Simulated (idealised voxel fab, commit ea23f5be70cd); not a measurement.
process module | voxel lift off
cross-section cut | 165 nm wide | cells 5 nm
A cross-section is a grid of square cells, given in bands from the top down. A band is one or more rows of cells.
Each band's line starts with the height of the band's top and of its bottom, in nm. Then come its materials from left to right, each with its width in nm. One material with "throughout" fills the band from edge to edge. "air" is empty space.
Height 0 is the level under which the wafer as received is all one material. The lowest band goes on downwards, as in "0 down".
A width such as "30 to 40" changes by the same amount from each row of cells to the next, from the band's top row to its bottom row.
"no change" after a step means that no cell of the cross-section changed.
closed voids: empty space of 8 cells or more with no open way to the top, each as width x height at its distance from the left edge, in nm
after a step's settings: what the simulator itself notes on the step
overlay nm, on a step with a mask: how far to the right of its planned place the mask lay; to the left if negative
plan
1 op RECEIVE | material Si
2 op CONFORMAL_DEP | material SiO2 | thk nm 15
3 op PATTERN | tone open | mask id LINES | material resist | width nm 30 | pitch nm 45 | thk nm 25 | overlay nm 0
4 op DIRECTIONAL_DEP | material Ru | thk nm 10
5 op STRIP | etch materials resist
6 op CONFORMAL_DEP | material SiO2 | thk nm 10
as received, after step 1
  0 down: Si throughout
  closed voids: none
first wafer at the end, as planned
  35 to 25: air 10 | SiO2 140 | air 15
  25 to 15: SiO2 20 | Ru 30 | SiO2 15 | Ru 30 | SiO2 15 | Ru 30 | SiO2 25
  15 to 0: SiO2 throughout
  0 down: Si throughout
  closed voids: none
second wafer at the end: like start, like plan, one mistake
  35 to 25: air 10 | SiO2 140 | air 15
  25 to 0: SiO2 throughout
  0 down: Si throughout
  closed voids: none
what went wrong: step 4 ran as: op DIRECTIONAL_DEP | material SiO2 | thk nm 10
at the end the second wafer has, in cells: 36 fewer of Ru | 36 more of SiO2
